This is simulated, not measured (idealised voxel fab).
Process module in this document: voxel wiring stack
Shown is cross-section cut, with a width of 250 nm and square cells of size 5 nm.
Throughout this document, each cross-section is represented as a grid of square cells and is presented as a sequence of bands enumerated from the top downward, where a band comprises one or more rows of cells.
Each band's line starts with the height of the band's top and of its bottom, in nm. Then come its materials from left to right, each with its width in nm. One material with "all across" fills the band from edge to edge. "air" is empty space.
Where do heights start? At 0: under that level the wafer as delivered is made of one material only. And the lowest band has no floor; it just carries on downward, as in "z 0 and below".
The two numbers in a width such as "30->40" mark its ends across the band: the first belongs to the top row of cells, the second to the bottom row, and from each row to the next the width moves by the same amount.
The designation "nothing got changed", where it is given for a processing step, indicates that no cell of the cross-section was altered in the course of that step.
Closed empty spaces (no open way to the top) of 8 cells or more are what "Sealed cavities" lists, each as width x height at distance from the left edge, nm for all three.
Where a step's line continues beyond its settings, the continuation is a remark by the simulator itself on that step.
The setting "overlay nm" may be written on the line of a step. When the step uses a mask, the value reports how far to the right of the planned place the mask lay, and a negative value reports that it lay to the left.
Note: before/after cross-section pairs follow, one process step per pair, after-side truncated at the lowest changed band, step and settings given beneath. Different runs of this module on the same starting wafer may supply the pairs; a pair continues the one above only where the "Structure before processing" entry says so.
-- Structure before processing
> z 95 to 80: 80 nm aC, 30 nm air, 30 nm aC, 30 nm air, 80 nm aC
> z 80 to 60: 80 nm lowk, 30 nm air, 30 nm lowk, 30 nm air, 80 nm lowk
> z 60 to 55: SiCN all across
> z 55 to 45: 80 nm SiO2, 15 nm Ru, 45 nm SiO2, 15 nm Ru, 95 nm SiO2
> z 45 to 35: 80->75 nm SiCN, 15->40 nm Ru, 45->20 nm SiCN, 15->40 nm Ru, 95->75 nm SiCN
> z 35 to 20: 80 nm SiO2, 5 nm TiN, 20 nm Cu, 5 nm TiN, 30 nm SiO2, 5 nm TiN, 20 nm Cu, 5 nm TiN, 80 nm SiO2
> z 20 to 15: 80 nm SiN, 30 nm TiN, 30 nm SiN, 30 nm TiN, 80 nm SiN
> z 15 to 0: SiCN all across
> z 0 and below: Si all across
> Sealed cavities: none
-- Step Outcome
> z 95 to 80: 80 nm aC, 30 nm air, 30 nm aC, 30 nm air, 80 nm aC
> z 80 to 60: 80 nm lowk, 30 nm air, 30 nm lowk, 30 nm air, 80 nm lowk
> z 60 to 55: 80 nm SiCN, 30 nm air, 30 nm SiCN, 30 nm air, 80 nm SiCN
> Below 55, the layers are the same as they were.
> Sealed cavities: none
So what happened between those two cross-sections up there? DIRECTIONAL_ETCH, etch materials SiCN, depth nm 5
Structure before processing: The structure entering this step is exactly what the pair just above shows after its step.
-- Step Outcome
> z 80 to 60: 80 nm lowk, 30 nm air, 30 nm lowk, 30 nm air, 80 nm lowk
> Below 60, the layers are the same as they were.
> Sealed cavities: none
So what happened between those two cross-sections up there? STRIP, etch materials aC
Structure before processing: The structure entering this step is exactly what the pair just above shows after its step.
-- Step Outcome
> z 85 to 80: 85 nm TiN, 20 nm air, 40 nm TiN, 20 nm air, 85 nm TiN
> z 80 to 60: 80 nm lowk, 5 nm TiN, 20 nm air, 5 nm TiN, 30 nm lowk, 5 nm TiN, 20 nm air, 5 nm TiN, 80 nm lowk
> z 60 to 55: 80 nm SiCN, 30 nm TiN, 30 nm SiCN, 30 nm TiN, 80 nm SiCN
> Below 55, the layers are the same as they were.
> Sealed cavities: none
So what happened between those two cross-sections up there? CONFORMAL_DEP, material TiN, thk nm 5
Structure before processing: The structure entering this step is exactly what the pair just above shows after its step.
-- Step Outcome
> z 95 to 85: W all across
> z 85 to 80: 85 nm TiN, 20 nm W, 40 nm TiN, 20 nm W, 85 nm TiN
> z 80 to 60: 80 nm lowk, 5 nm TiN, 20 nm W, 5 nm TiN, 30 nm lowk, 5 nm TiN, 20 nm W, 5 nm TiN, 80 nm lowk
> Below 60, the layers are the same as they were.
> Sealed cavities: none
So what happened between those two cross-sections up there? FILL_DEP, material W, thk nm 10
Structure before processing: The structure entering this step is exactly what the pair just above shows after its step.
-- Step Outcome
> z 80 to 60: 80 nm lowk, 5 nm TiN, 20 nm W, 5 nm TiN, 30 nm lowk, 5 nm TiN, 20 nm W, 5 nm TiN, 80 nm lowk
> Below 60, the layers are the same as they were.
> Sealed cavities: none
So what happened between those two cross-sections up there? CMP, height nm 80
Structure before processing: The structure entering this step is exactly what the pair just above shows after its step.
-- Step Outcome
> z 85 to 80: SiCN all across
> Below 80, the layers are the same as they were.
> Sealed cavities: none
So what happened between those two cross-sections up there? CONFORMAL_DEP, material SiCN, thk nm 5
Structure before processing: The structure entering this step is exactly what the pair just above shows after its step.
-- Step Outcome
> z 115 to 85: SiO2 all across
> Below 85, the layers are the same as they were.
> Sealed cavities: none
So what happened between those two cross-sections up there? DIRECTIONAL_DEP, material SiO2, thk nm 30
Structure before processing: The structure entering this step is exactly what the pair just above shows after its step.
-- Step Outcome
> z 130 to 115: aC all across
> Below 115, the layers are the same as they were.
> Sealed cavities: none
So what happened between those two cross-sections up there? DIRECTIONAL_DEP, material aC, thk nm 15
Structure before processing: The structure entering this step is exactly what the pair just above shows after its step.
-- Step Outcome
> z 165 to 130: 80 nm resist, 15 nm air, 45 nm resist, 15 nm air, 95 nm resist
> Below 130, the layers are the same as they were.
> Sealed cavities: none
So what happened between those two cross-sections up there? PATTERN, tone open, mask id METAL_3_HOLES, material resist, width nm 15, pitch nm 60, thk nm 35, overlay nm 0
Structure before processing: The structure entering this step is exactly what the pair just above shows after its step.
-- Step Outcome
> z 150 to 130: 80 nm resist, 15 nm air, 45 nm resist, 15 nm air, 95 nm resist
> z 130 to 115: 80 nm aC, 15 nm air, 45 nm aC, 15 nm air, 95 nm aC
> Below 115, the layers are the same as they were.
> Sealed cavities: none
So what happened between those two cross-sections up there? DIRECTIONAL_ETCH, etch materials aC, depth nm 15
Structure before processing: The structure entering this step is exactly what the pair just above shows after its step.
-- Step Outcome
> z 130 to 115: 80 nm aC, 15 nm air, 45 nm aC, 15 nm air, 95 nm aC
> Below 115, the layers are the same as they were.
> Sealed cavities: none
So what happened between those two cross-sections up there? STRIP, etch materials resist
Structure before processing: The structure entering this step is exactly what the pair just above shows after its step.
-- Step Outcome
> z 130 to 115: 80 nm aC, 15 nm air, 45 nm aC, 15 nm air, 95 nm aC
> z 115 to 85: 80 nm SiO2, 15 nm air, 45 nm SiO2, 15 nm air, 95 nm SiO2
> Below 85, the layers are the same as they were.
> Sealed cavities: none
So what happened between those two cross-sections up there? DIRECTIONAL_ETCH, etch materials SiO2, depth nm 30
Structure before processing: The structure entering this step is exactly what the pair just above shows after its step.
-- Step Outcome
> z 115 to 85: 80 nm SiO2, 15 nm air, 45 nm SiO2, 15 nm air, 95 nm SiO2
> Below 85, the layers are the same as they were.
> Sealed cavities: none
So what happened between those two cross-sections up there? STRIP, etch materials aC
Structure before processing: The structure entering this step is exactly what the pair just above shows after its step.
-- Step Outcome
> z 115 to 100: 80 nm SiO2, 30 nm air, 30 nm SiO2, 30 nm air, 80 nm SiO2
> Below 100, the layers are the same as they were.
> Sealed cavities: none
So what happened between those two cross-sections up there? MASKED_ETCH, tone open, mask id METAL_3, width nm 30, pitch nm 60, etch materials SiO2, depth nm 15, overlay nm 0
Structure before processing: The structure entering this step is exactly what the pair just above shows after its step.
-- Step Outcome
> z 115 to 100: 80 nm SiO2, 30 nm air, 30 nm SiO2, 30 nm air, 80 nm SiO2
> z 100 to 85: 80 nm SiO2, 15 nm air, 45 nm SiO2, 15 nm air, 95 nm SiO2
> z 85 to 80: 80 nm SiCN, 15 nm air, 45 nm SiCN, 15 nm air, 95 nm SiCN
> Below 80, the layers are the same as they were.
> Sealed cavities: none
So what happened between those two cross-sections up there? MASKED_ETCH, tone open, mask id METAL_3, width nm 30, pitch nm 60, etch materials SiCN, depth nm 5, overlay nm 0
Structure before processing: The structure entering this step is exactly what the pair just above shows after its step.
-- Step Outcome
> z 120 to 115: 85 nm TiN, 20 nm air, 40 nm TiN, 20 nm air, 85 nm TiN
> z 115 to 105: 80 nm SiO2, 5 nm TiN, 20 nm air, 5 nm TiN, 30 nm SiO2, 5 nm TiN, 20 nm air, 5 nm TiN, 80 nm SiO2
> z 105 to 100: 80 nm SiO2, 5 nm TiN, 5 nm air, 20 nm TiN, 30 nm SiO2, 5 nm TiN, 5 nm air, 20 nm TiN, 80 nm SiO2
> z 100 to 85: 80 nm SiO2, 5 nm TiN, 5 nm air, 5 nm TiN, 45 nm SiO2, 5 nm TiN, 5 nm air, 5 nm TiN, 95 nm SiO2
> z 85 to 80: 80 nm SiCN, 15 nm TiN, 45 nm SiCN, 15 nm TiN, 95 nm SiCN
> Below 80, the layers are the same as they were.
> Sealed cavities: none
So what happened between those two cross-sections up there? CONFORMAL_DEP, material TiN, thk nm 5
Structure before processing: The structure entering this step is exactly what the pair just above shows after its step.
-- Step Outcome
> z 130 to 120: Ru all across
> z 120 to 115: 85 nm TiN, 20 nm Ru, 40 nm TiN, 20 nm Ru, 85 nm TiN
> z 115 to 105: 80 nm SiO2, 5 nm TiN, 20 nm Ru, 5 nm TiN, 30 nm SiO2, 5 nm TiN, 20 nm Ru, 5 nm TiN, 80 nm SiO2
> z 105 to 100: 80 nm SiO2, 5 nm TiN, 5 nm Ru, 20 nm TiN, 30 nm SiO2, 5 nm TiN, 5 nm Ru, 20 nm TiN, 80 nm SiO2
> z 100 to 85: 80 nm SiO2, 5 nm TiN, 5 nm Ru, 5 nm TiN, 45 nm SiO2, 5 nm TiN, 5 nm Ru, 5 nm TiN, 95 nm SiO2
> Below 85, the layers are the same as they were.
> Sealed cavities: none
So what happened between those two cross-sections up there? FILL_DEP, material Ru, thk nm 10
Structure before processing: The structure entering this step is exactly what the pair just above shows after its step.
-- Step Outcome
> z 115 to 105: 80 nm SiO2, 5 nm TiN, 20 nm Ru, 5 nm TiN, 30 nm SiO2, 5 nm TiN, 20 nm Ru, 5 nm TiN, 80 nm SiO2
> Below 105, the layers are the same as they were.
> Sealed cavities: none
So what happened between those two cross-sections up there? CMP, height nm 115
Structure before processing: The structure entering this step is exactly what the pair just above shows after its step.
-- Step Outcome
> z 120 to 115: SiCN all across
> Below 115, the layers are the same as they were.
> Sealed cavities: none
So what happened between those two cross-sections up there? CONFORMAL_DEP, material SiCN, thk nm 5
Structure before processing: The structure entering this step is exactly what the pair just above shows after its step.
-- Step Outcome
> z 145 to 120: lowk all across
> Below 120, the layers are the same as they were.
> Sealed cavities: none
So what happened between those two cross-sections up there? DIRECTIONAL_DEP, material lowk, thk nm 25
Structure before processing: The structure entering this step is exactly what the pair just above shows after its step.
-- Step Outcome
> z 160 to 145: 80 nm resist, 15 nm air, 155 nm resist
> Below 145, the layers are the same as they were.
> Sealed cavities: none
So what happened between those two cross-sections up there? PATTERN, tone open, mask id METAL_4_HOLES, material resist, width nm 15, thk nm 15, overlay nm 0
Structure before processing: The structure entering this step is exactly what the pair just above shows after its step.
-- Step Outcome
> z 160 to 145: 80 nm resist, 15 nm air, 155 nm resist
> z 145 to 120: 80 nm lowk, 15 nm air, 155 nm lowk
> Below 120, the layers are the same as they were.
> Sealed cavities: none
So what happened between those two cross-sections up there? DIRECTIONAL_ETCH, etch materials lowk, depth nm 25
Structure before processing: The structure entering this step is exactly what the pair just above shows after its step.
-- Step Outcome
> z 145 to 120: 80 nm lowk, 15 nm air, 155 nm lowk
> Below 120, the layers are the same as they were.
> Sealed cavities: none
So what happened between those two cross-sections up there? STRIP, etch materials resist
Structure before processing: The structure entering this step is exactly what the pair just above shows after its step.
-- Step Outcome
> z 145 to 130: 80 nm lowk, 30 nm air, 30 nm lowk, 30 nm air, 80 nm lowk
> Below 130, the layers are the same as they were.
> Sealed cavities: none
So what happened between those two cross-sections up there? MASKED_ETCH, tone open, mask id METAL_4, width nm 30, pitch nm 60, etch materials lowk, depth nm 15, overlay nm 0
Structure before processing: The structure entering this step is exactly what the pair just above shows after its step.
-- Step Outcome
> z 145 to 130: 80 nm lowk, 30 nm air, 30 nm lowk, 30 nm air, 80 nm lowk
> z 130 to 120: 80 nm lowk, 15 nm air, 155 nm lowk
> z 120 to 115: 80 nm SiCN, 15 nm air, 155 nm SiCN
> Below 115, the layers are the same as they were.
> Sealed cavities: none
So what happened between those two cross-sections up there? MASKED_ETCH, tone open, mask id METAL_4, width nm 30, pitch nm 60, etch materials SiCN, depth nm 5, overlay nm 0
Structure before processing: The structure entering this step is exactly what the pair just above shows after its step.
-- Step Outcome
> z 150 to 145: 85 nm TiN, 20 nm air, 40 nm TiN, 20 nm air, 85 nm TiN
> z 145 to 135: 80 nm lowk, 5 nm TiN, 20 nm air, 5 nm TiN, 30 nm lowk, 5 nm TiN, 20 nm air, 5 nm TiN, 80 nm lowk
> z 135 to 130: 80 nm lowk, 5 nm TiN, 5 nm air, 20 nm TiN, 30 nm lowk, 30 nm TiN, 80 nm lowk
> z 130 to 120: 80 nm lowk, 5 nm TiN, 5 nm air, 5 nm TiN, 155 nm lowk
> z 120 to 115: 80 nm SiCN, 15 nm TiN, 155 nm SiCN
> Below 115, the layers are the same as they were.
> Sealed cavities: none
So what happened between those two cross-sections up there? CONFORMAL_DEP, material TiN, thk nm 5
Structure before processing: The structure entering this step is exactly what the pair just above shows after its step.
-- Step Outcome
> z 160 to 150: Cu all across
> z 150 to 145: 85 nm TiN, 20 nm Cu, 40 nm TiN, 20 nm Cu, 85 nm TiN
> z 145 to 135: 80 nm lowk, 5 nm TiN, 20 nm Cu, 5 nm TiN, 30 nm lowk, 5 nm TiN, 20 nm Cu, 5 nm TiN, 80 nm lowk
> z 135 to 130: 80 nm lowk, 5 nm TiN, 5 nm Cu, 20 nm TiN, 30 nm lowk, 30 nm TiN, 80 nm lowk
> z 130 to 120: 80 nm lowk, 5 nm TiN, 5 nm Cu, 5 nm TiN, 155 nm lowk
> Below 120, the layers are the same as they were.
> Sealed cavities: none
So what happened between those two cross-sections up there? FILL_DEP, material Cu, thk nm 10
Structure before processing: The structure entering this step is exactly what the pair just above shows after its step.
-- Step Outcome
> z 145 to 135: 80 nm lowk, 5 nm TiN, 20 nm Cu, 5 nm TiN, 30 nm lowk, 5 nm TiN, 20 nm Cu, 5 nm TiN, 80 nm lowk
> Below 135, the layers are the same as they were.
> Sealed cavities: none
So what happened between those two cross-sections up there? CMP, height nm 145
Structure before processing: The structure entering this step is exactly what the pair just above shows after its step.
-- Step Outcome
> z 150 to 145: SiCN all across
> Below 145, the layers are the same as they were.
> Sealed cavities: none
So what happened between those two cross-sections up there? CONFORMAL_DEP, material SiCN, thk nm 5
-- Structure before processing
> z 70 to 55: aC all across
> z 55 to 45: SiO2 all across
> z 45 to 40: SiCN all across
> z 40 to 35: 75 nm SiCN, 40 nm Ru, 20 nm SiCN, 40 nm Ru, 75 nm SiCN
> z 35 to 20: 80 nm SiO2, 5 nm TiN, 20 nm Cu, 5 nm TiN, 30 nm SiO2, 5 nm TiN, 20 nm Cu, 5 nm TiN, 80 nm SiO2
> z 20 to 15: 80 nm SiN, 30 nm TiN, 30 nm SiN, 30 nm TiN, 80 nm SiN
> z 15 to 0: SiO2 all across
> z 0 and below: Si all across
> Sealed cavities: none
-- Step Outcome
> z 100 to 70: 80 nm air, 15 nm resist, 45 nm air, 15 nm resist, 95 nm air
> Below 70, the layers are the same as they were.
> Sealed cavities: none
So what happened between those two cross-sections up there? PATTERN, tone cover, mask id PLUG_1, material resist, width nm 15, pitch nm 60, thk nm 30, overlay nm 0
Structure before processing: The structure entering this step is exactly what the pair just above shows after its step.
-- Step Outcome
> z 85 to 70: 80 nm air, 15 nm resist, 45 nm air, 15 nm resist, 95 nm air
> z 70 to 55: 80 nm air, 15 nm aC, 45 nm air, 15 nm aC, 95 nm air
> Below 55, the layers are the same as they were.
> Sealed cavities: none
So what happened between those two cross-sections up there? DIRECTIONAL_ETCH, etch materials aC, depth nm 15
Structure before processing: The structure entering this step is exactly what the pair just above shows after its step.
-- Step Outcome
> z 70 to 55: 80 nm air, 15 nm aC, 45 nm air, 15 nm aC, 95 nm air
> Below 55, the layers are the same as they were.
> Sealed cavities: none
So what happened between those two cross-sections up there? STRIP, etch materials resist
Structure before processing: The structure entering this step is exactly what the pair just above shows after its step.
-- Step Outcome
> z 70 to 55: 80 nm air, 15 nm aC, 45 nm air, 15 nm aC, 95 nm air
> z 55 to 45: 80 nm air, 15 nm SiO2, 45 nm air, 15 nm SiO2, 95 nm air
> Below 45, the layers are the same as they were.
> Sealed cavities: none
So what happened between those two cross-sections up there? DIRECTIONAL_ETCH, etch materials SiO2, depth nm 10
Structure before processing: The structure entering this step is exactly what the pair just above shows after its step.
-- Step Outcome
> z 70 to 55: 80 nm air, 15 nm aC, 45 nm air, 15 nm aC, 95 nm air
> z 55 to 45: 80 nm air, 15 nm SiO2, 45 nm air, 15 nm SiO2, 95 nm air
> z 45 to 40: 80 nm air, 15 nm SiCN, 45 nm air, 15 nm SiCN, 95 nm air
> Below 40, the layers are the same as they were.
> Sealed cavities: none
So what happened between those two cross-sections up there? DIRECTIONAL_ETCH, etch materials SiCN, depth nm 5
Structure before processing: The structure entering this step is exactly what the pair just above shows after its step.
-- Step Outcome
> z 55 to 45: 80 nm air, 15 nm SiO2, 45 nm air, 15 nm SiO2, 95 nm air
> Below 45, the layers are the same as they were.
> Sealed cavities: none
So what happened between those two cross-sections up there? STRIP, etch materials aC
Structure before processing: The structure entering this step is exactly what the pair just above shows after its step.
-- Step Outcome
> z 55 to 50: 80 nm air, 15 nm SiO2, 45 nm air, 15 nm SiO2, 95 nm air
> z 50 to 45: 65 nm air, 15 nm Ru, 15 nm SiO2, 45 nm Ru, 15 nm SiO2, 30 nm Ru, 65 nm air
> z 45 to 40: 65 nm air, 15 nm Ru, 15 nm SiCN, 45 nm Ru, 15 nm SiCN, 30 nm Ru, 65 nm air
> Below 40, the layers are the same as they were.
> Sealed cavities: none
So what happened between those two cross-sections up there? EPI, material Ru, thk nm 10
Structure before processing: The structure entering this step is exactly what the pair just above shows after its step.
-- Step Outcome
> z 55 to 45: 60 nm air, 20 nm Ru, 15 nm SiO2, 45 nm Ru, 15 nm SiO2, 35 nm Ru, 60 nm air
> z 45 to 40: 60 nm air, 20 nm Ru, 15 nm SiCN, 45 nm Ru, 15 nm SiCN, 35 nm Ru, 60 nm air
> Below 40, the layers are the same as they were.
> Sealed cavities: none
So what happened between those two cross-sections up there? EPI, material Ru, thk nm 5
Structure before processing: The structure entering this step is exactly what the pair just above shows after its step.
-- Step Outcome
> z 60 to 55: 55 nm air, 140 nm SiCN, 55 nm air
> z 55 to 45: 55 nm air, 5 nm SiCN, 20 nm Ru, 15 nm SiO2, 45 nm Ru, 15 nm SiO2, 35 nm Ru, 5 nm SiCN, 55 nm air
> z 45 to 40: 60 nm SiCN, 20 nm Ru, 15 nm SiCN, 45 nm Ru, 15 nm SiCN, 35 nm Ru, 60 nm SiCN
> Below 40, the layers are the same as they were.
> Sealed cavities: none
So what happened between those two cross-sections up there? CONFORMAL_DEP, material SiCN, thk nm 5
Structure before processing: The structure entering this step is exactly what the pair just above shows after its step.
-- Step Outcome
> z 80 to 65: 55 nm air, 140 nm lowk, 55 nm air
> z 65 to 60: lowk all across
> z 60 to 55: 55 nm lowk, 140 nm SiCN, 55 nm lowk
> z 55 to 45: 55 nm lowk, 5 nm SiCN, 20 nm Ru, 15 nm SiO2, 45 nm Ru, 15 nm SiO2, 35 nm Ru, 5 nm SiCN, 55 nm lowk
> Below 45, the layers are the same as they were.
> Sealed cavities: none
So what happened between those two cross-sections up there? DIRECTIONAL_DEP, material lowk, thk nm 20
Structure before processing: The structure entering this step is exactly what the pair just above shows after its step.
-- Step Outcome
> z 95 to 80: 55 nm air, 140 nm aC, 55 nm air
> z 80 to 65: 55 nm aC, 140 nm lowk, 55 nm aC
> Below 65, the layers are the same as they were.
> Sealed cavities: none
So what happened between those two cross-sections up there? DIRECTIONAL_DEP, material aC, thk nm 15
Structure before processing: The structure entering this step is exactly what the pair just above shows after its step.
-- Step Outcome
> z 125 to 95: 80 nm resist, 30 nm air, 30 nm resist, 30 nm air, 80 nm resist
> z 95 to 80: 55 nm resist, 140 nm aC, 55 nm resist
> Below 80, the layers are the same as they were.
> Sealed cavities: none
So what happened between those two cross-sections up there? PATTERN, tone open, mask id METAL_2, material resist, width nm 30, pitch nm 60, thk nm 30, overlay nm 0
Structure before processing: The structure entering this step is exactly what the pair just above shows after its step.
-- Step Outcome
> z 110 to 95: 80 nm resist, 30 nm air, 30 nm resist, 30 nm air, 80 nm resist
> z 95 to 80: 55 nm resist, 25 nm aC, 30 nm air, 30 nm aC, 30 nm air, 25 nm aC, 55 nm resist
> Below 80, the layers are the same as they were.
> Sealed cavities: none
So what happened between those two cross-sections up there? DIRECTIONAL_ETCH, etch materials aC, depth nm 15
Structure before processing: The structure entering this step is exactly what the pair just above shows after its step.
-- Step Outcome
> z 95 to 80: 55 nm air, 25 nm aC, 30 nm air, 30 nm aC, 30 nm air, 25 nm aC, 55 nm air
> Below 80, the layers are the same as they were.
> Sealed cavities: none
So what happened between those two cross-sections up there? STRIP, etch materials resist
Structure before processing: The structure entering this step is exactly what the pair just above shows after its step.
-- Step Outcome
> z 95 to 80: 55 nm air, 25 nm aC, 30 nm air, 30 nm aC, 30 nm air, 25 nm aC, 55 nm air
> z 80 to 65: 55 nm aC, 25 nm lowk, 30 nm air, 30 nm lowk, 30 nm air, 25 nm lowk, 55 nm aC
> z 65 to 60: 80 nm lowk, 30 nm air, 30 nm lowk, 30 nm air, 80 nm lowk
> Below 60, the layers are the same as they were.
> Sealed cavities: none
So what happened between those two cross-sections up there? DIRECTIONAL_ETCH, etch materials lowk, depth nm 20
Structure before processing: The structure entering this step is exactly what the pair just above shows after its step.
-- Step Outcome
> z 95 to 80: 55 nm air, 25 nm aC, 30 nm air, 30 nm aC, 30 nm air, 25 nm aC, 55 nm air
> z 80 to 65: 55 nm aC, 25 nm lowk, 30 nm air, 30 nm lowk, 30 nm air, 25 nm lowk, 55 nm aC
> z 65 to 60: 80 nm lowk, 30 nm air, 30 nm lowk, 30 nm air, 80 nm lowk
> z 60 to 55: 55 nm lowk, 25 nm SiCN, 30 nm air, 30 nm SiCN, 30 nm air, 25 nm SiCN, 55 nm lowk
> Below 55, the layers are the same as they were.
> Sealed cavities: none
So what happened between those two cross-sections up there? DIRECTIONAL_ETCH, etch materials SiCN, depth nm 5
Structure before processing: The structure entering this step is exactly what the pair just above shows after its step.
-- Step Outcome
> z 80 to 65: 55 nm air, 25 nm lowk, 30 nm air, 30 nm lowk, 30 nm air, 25 nm lowk, 55 nm air
> Below 65, the layers are the same as they were.
> Sealed cavities: none
So what happened between those two cross-sections up there? STRIP, etch materials aC
Structure before processing: The structure entering this step is exactly what the pair just above shows after its step.
-- Step Outcome
> z 85 to 80: 50 nm air, 35 nm TiN, 20 nm air, 40 nm TiN, 20 nm air, 35 nm TiN, 50 nm air
> z 80 to 70: 50 nm air, 5 nm TiN, 25 nm lowk, 5 nm TiN, 20 nm air, 5 nm TiN, 30 nm lowk, 5 nm TiN, 20 nm air, 5 nm TiN, 25 nm lowk, 5 nm TiN, 50 nm air
> z 70 to 65: 55 nm TiN, 25 nm lowk, 5 nm TiN, 20 nm air, 5 nm TiN, 30 nm lowk, 5 nm TiN, 20 nm air, 5 nm TiN, 25 nm lowk, 55 nm TiN
> z 65 to 60: 80 nm lowk, 5 nm TiN, 20 nm air, 5 nm TiN, 30 nm lowk, 5 nm TiN, 20 nm air, 5 nm TiN, 80 nm lowk
> z 60 to 55: 55 nm lowk, 25 nm SiCN, 30 nm TiN, 30 nm SiCN, 30 nm TiN, 25 nm SiCN, 55 nm lowk
> Below 55, the layers are the same as they were.
> Sealed cavities: none
So what happened between those two cross-sections up there? CONFORMAL_DEP, material TiN, thk nm 5
Structure before processing: The structure entering this step is exactly what the pair just above shows after its step.
-- Step Outcome
> z 95 to 85: W all across
> z 85 to 80: 50 nm W, 35 nm TiN, 20 nm W, 40 nm TiN, 20 nm W, 35 nm TiN, 50 nm W
> z 80 to 70: 50 nm W, 5 nm TiN, 25 nm lowk, 5 nm TiN, 20 nm W, 5 nm TiN, 30 nm lowk, 5 nm TiN, 20 nm W, 5 nm TiN, 25 nm lowk, 5 nm TiN, 50 nm W
> z 70 to 65: 55 nm TiN, 25 nm lowk, 5 nm TiN, 20 nm W, 5 nm TiN, 30 nm lowk, 5 nm TiN, 20 nm W, 5 nm TiN, 25 nm lowk, 55 nm TiN
> z 65 to 60: 80 nm lowk, 5 nm TiN, 20 nm W, 5 nm TiN, 30 nm lowk, 5 nm TiN, 20 nm W, 5 nm TiN, 80 nm lowk
> Below 60, the layers are the same as they were.
> Sealed cavities: none
So what happened between those two cross-sections up there? FILL_DEP, material W, thk nm 10
Structure before processing: The structure entering this step is exactly what the pair just above shows after its step.
-- Step Outcome
> z 80 to 70: 50 nm W, 5 nm TiN, 25 nm lowk, 5 nm TiN, 20 nm W, 5 nm TiN, 30 nm lowk, 5 nm TiN, 20 nm W, 5 nm TiN, 25 nm lowk, 5 nm TiN, 50 nm W
> Below 70, the layers are the same as they were.
> Sealed cavities: none
So what happened between those two cross-sections up there? CMP, height nm 80
Structure before processing: The structure entering this step is exactly what the pair just above shows after its step.
-- Step Outcome
> z 85 to 80: SiCN all across
> Below 80, the layers are the same as they were.
> Sealed cavities: none
So what happened between those two cross-sections up there? CONFORMAL_DEP, material SiCN, thk nm 5
Structure before processing: The structure entering this step is exactly what the pair just above shows after its step.
-- Step Outcome
> z 115 to 85: SiO2 all across
> Below 85, the layers are the same as they were.
> Sealed cavities: none
So what happened between those two cross-sections up there? DIRECTIONAL_DEP, material SiO2, thk nm 30
Structure before processing: The structure entering this step is exactly what the pair just above shows after its step.
-- Step Outcome
> z 130 to 115: aC all across
> Below 115, the layers are the same as they were.
> Sealed cavities: none
So what happened between those two cross-sections up there? DIRECTIONAL_DEP, material aC, thk nm 15
Structure before processing: The structure entering this step is exactly what the pair just above shows after its step.
-- Step Outcome
> z 165 to 130: 80 nm resist, 15 nm air, 45 nm resist, 15 nm air, 95 nm resist
> Below 130, the layers are the same as they were.
> Sealed cavities: none
So what happened between those two cross-sections up there? PATTERN, tone open, mask id METAL_3_HOLES, material resist, width nm 15, pitch nm 60, thk nm 35, overlay nm 0
Structure before processing: The structure entering this step is exactly what the pair just above shows after its step.
-- Step Outcome
> z 150 to 130: 80 nm resist, 15 nm air, 45 nm resist, 15 nm air, 95 nm resist
> z 130 to 115: 80 nm aC, 15 nm air, 45 nm aC, 15 nm air, 95 nm aC
> Below 115, the layers are the same as they were.
> Sealed cavities: none
So what happened between those two cross-sections up there? DIRECTIONAL_ETCH, etch materials aC, depth nm 15
Structure before processing: The structure entering this step is exactly what the pair just above shows after its step.
-- Step Outcome
> z 130 to 115: 80 nm aC, 15 nm air, 45 nm aC, 15 nm air, 95 nm aC
> Below 115, the layers are the same as they were.
> Sealed cavities: none
So what happened between those two cross-sections up there? STRIP, etch materials resist
Structure before processing: The structure entering this step is exactly what the pair just above shows after its step.
-- Step Outcome
> z 130 to 115: 80 nm aC, 15 nm air, 45 nm aC, 15 nm air, 95 nm aC
> z 115 to 85: 80 nm SiO2, 15 nm air, 45 nm SiO2, 15 nm air, 95 nm SiO2
> Below 85, the layers are the same as they were.
> Sealed cavities: none
So what happened between those two cross-sections up there? DIRECTIONAL_ETCH, etch materials SiO2, depth nm 30
Structure before processing: The structure entering this step is exactly what the pair just above shows after its step.
-- Step Outcome
> z 115 to 85: 80 nm SiO2, 15 nm air, 45 nm SiO2, 15 nm air, 95 nm SiO2
> Below 85, the layers are the same as they were.
> Sealed cavities: none
So what happened between those two cross-sections up there? STRIP, etch materials aC
Structure before processing: The structure entering this step is exactly what the pair just above shows after its step.
-- Step Outcome
> z 115 to 100: 80 nm SiO2, 30 nm air, 30 nm SiO2, 30 nm air, 80 nm SiO2
> Below 100, the layers are the same as they were.
> Sealed cavities: none
So what happened between those two cross-sections up there? MASKED_ETCH, tone open, mask id METAL_3, width nm 30, pitch nm 60, etch materials SiO2, depth nm 15, overlay nm 0
Structure before processing: The structure entering this step is exactly what the pair just above shows after its step.
-- Step Outcome
> z 115 to 100: 80 nm SiO2, 30 nm air, 30 nm SiO2, 30 nm air, 80 nm SiO2
> z 100 to 85: 80 nm SiO2, 15 nm air, 45 nm SiO2, 15 nm air, 95 nm SiO2
> z 85 to 80: 80 nm SiCN, 15 nm air, 45 nm SiCN, 15 nm air, 95 nm SiCN
> Below 80, the layers are the same as they were.
> Sealed cavities: none
So what happened between those two cross-sections up there? MASKED_ETCH, tone open, mask id METAL_3, width nm 30, pitch nm 60, etch materials SiCN, depth nm 5, overlay nm 0
Structure before processing: The structure entering this step is exactly what the pair just above shows after its step.
-- Step Outcome
> z 120 to 115: 85 nm TiN, 20 nm air, 40 nm TiN, 20 nm air, 85 nm TiN
> z 115 to 105: 80 nm SiO2, 5 nm TiN, 20 nm air, 5 nm TiN, 30 nm SiO2, 5 nm TiN, 20 nm air, 5 nm TiN, 80 nm SiO2
> z 105 to 100: 80 nm SiO2, 5 nm TiN, 5 nm air, 20 nm TiN, 30 nm SiO2, 5 nm TiN, 5 nm air, 20 nm TiN, 80 nm SiO2
> z 100 to 85: 80 nm SiO2, 5 nm TiN, 5 nm air, 5 nm TiN, 45 nm SiO2, 5 nm TiN, 5 nm air, 5 nm TiN, 95 nm SiO2
> z 85 to 80: 80 nm SiCN, 15 nm TiN, 45 nm SiCN, 15 nm TiN, 95 nm SiCN
> Below 80, the layers are the same as they were.
> Sealed cavities: none
So what happened between those two cross-sections up there? CONFORMAL_DEP, material TiN, thk nm 5
